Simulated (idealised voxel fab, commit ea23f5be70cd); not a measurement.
Proc. module: voxel double patterning
It is cross-section cut that appears here, measuring 170 nm in width, its square cells being 5 nm in size.
Bands, listed from the top down, are how a cross-section gets written in this document; the cross-section itself is a grid of square cells, and a band is one or more rows of them.
Top, bottom (nm), then materials left to right with widths (nm); lone material tagged "full width" fills the whole band edge to edge; "empty" = empty space.
The level at which height equals 0 is the one under which the wafer, as it arrives, is entirely one material. No lower edge exists for the bottom band, which continues downward and is notated as in "z 0 and below".
Per-row width for "30..40": begins at first number (top row of band), ends at second number (bottom row), increment between rows held constant.
"same as before" (step): cross-section cells unchanged, all of them.
"Closed internal cavities": empty spaces of 8 cells or more with no open way to the top, each given as width x height at distance, distance from the left edge, all in nm.
Formally, on a step line, whatever follows the settings is a remark that the simulator itself makes on the step.
Among the settings permitted on a step's line is "overlay nm"; applied to a step with a mask, it specifies the extent to which the mask lay to the right of its planned position, whereas a negative figure signifies a position to the left.

The steps planned for the process are as follows:
1 RECEIVE [material Si]
2 CONFORMAL_DEP [material SiN] [thk nm 5]
3 DIRECTIONAL_DEP [material SiO2] [thk nm 10]
4 DIRECTIONAL_DEP [material SiCN] [thk nm 5]
5 DIRECTIONAL_DEP [material aC] [thk nm 10]
6 PATTERN [tone open] [mask id FIRST] [material resist] [width nm 15] [pitch nm 50] [thk nm 30] [overlay nm 0]
7 DIRECTIONAL_ETCH [etch materials aC] [depth nm 10]
8 STRIP [etch materials resist]
9 DIRECTIONAL_ETCH [etch materials SiCN] [depth nm 5]
10 STRIP [etch materials aC]
11 PATTERN [tone open] [mask id SECOND] [material resist] [width nm 15] [pitch nm 50] [thk nm 20] [overlay nm -15]
12 DIRECTIONAL_ETCH [etch materials SiCN] [depth nm 5]
13 STRIP [etch materials resist]
14 DIRECTIONAL_ETCH [etch materials SiO2] [depth nm 10]
15 STRIP [etch materials SiCN]
Every wafer here starts from the same state; it is the step 11 overlay nm that distinguishes them, and the value the plan gives belongs to the first wafer.

As-received cross-section, first of several wafers, post step 1:
	z 0 and below: Si full width
	Closed internal cavities: none

The cross-section of the first of several wafers is given below for the end of the module, after its final step, step 15:
	z 15 to 5: 25 of SiO2  25 of empty  25 of SiO2  25 of empty  25 of SiO2  15 of empty  30 of SiO2
	z 5 to 0: SiN full width
	z 0 and below: Si full width
	Closed internal cavities: none

Last wafer of the set, cross-sectioned at end of module:
	z 15 to 5: 25 of SiO2  15 of empty  25 of SiO2  25 of empty  25 of SiO2  25 of empty  30 of SiO2
	z 5 to 0: SiN full width
	z 0 and below: Si full width
	Closed internal cavities: none

Per wafer, end of module: cells gained (+) or lost (-) per material since receipt, then closed voids:
overlay nm -15, +34 SiN, +42 SiO2, Closed internal cavities: none
overlay nm -10, +34 SiN, +38 SiO2, Closed internal cavities: none
overlay nm -5, +34 SiN, +38 SiO2, Closed internal cavities: none
overlay nm 0, +34 SiN, +38 SiO2, Closed internal cavities: none
overlay nm 5, +34 SiN, +38 SiO2, Closed internal cavities: none
overlay nm 10, +34 SiN, +38 SiO2, Closed internal cavities: none
overlay nm 15, +34 SiN, +42 SiO2, Closed internal cavities: none
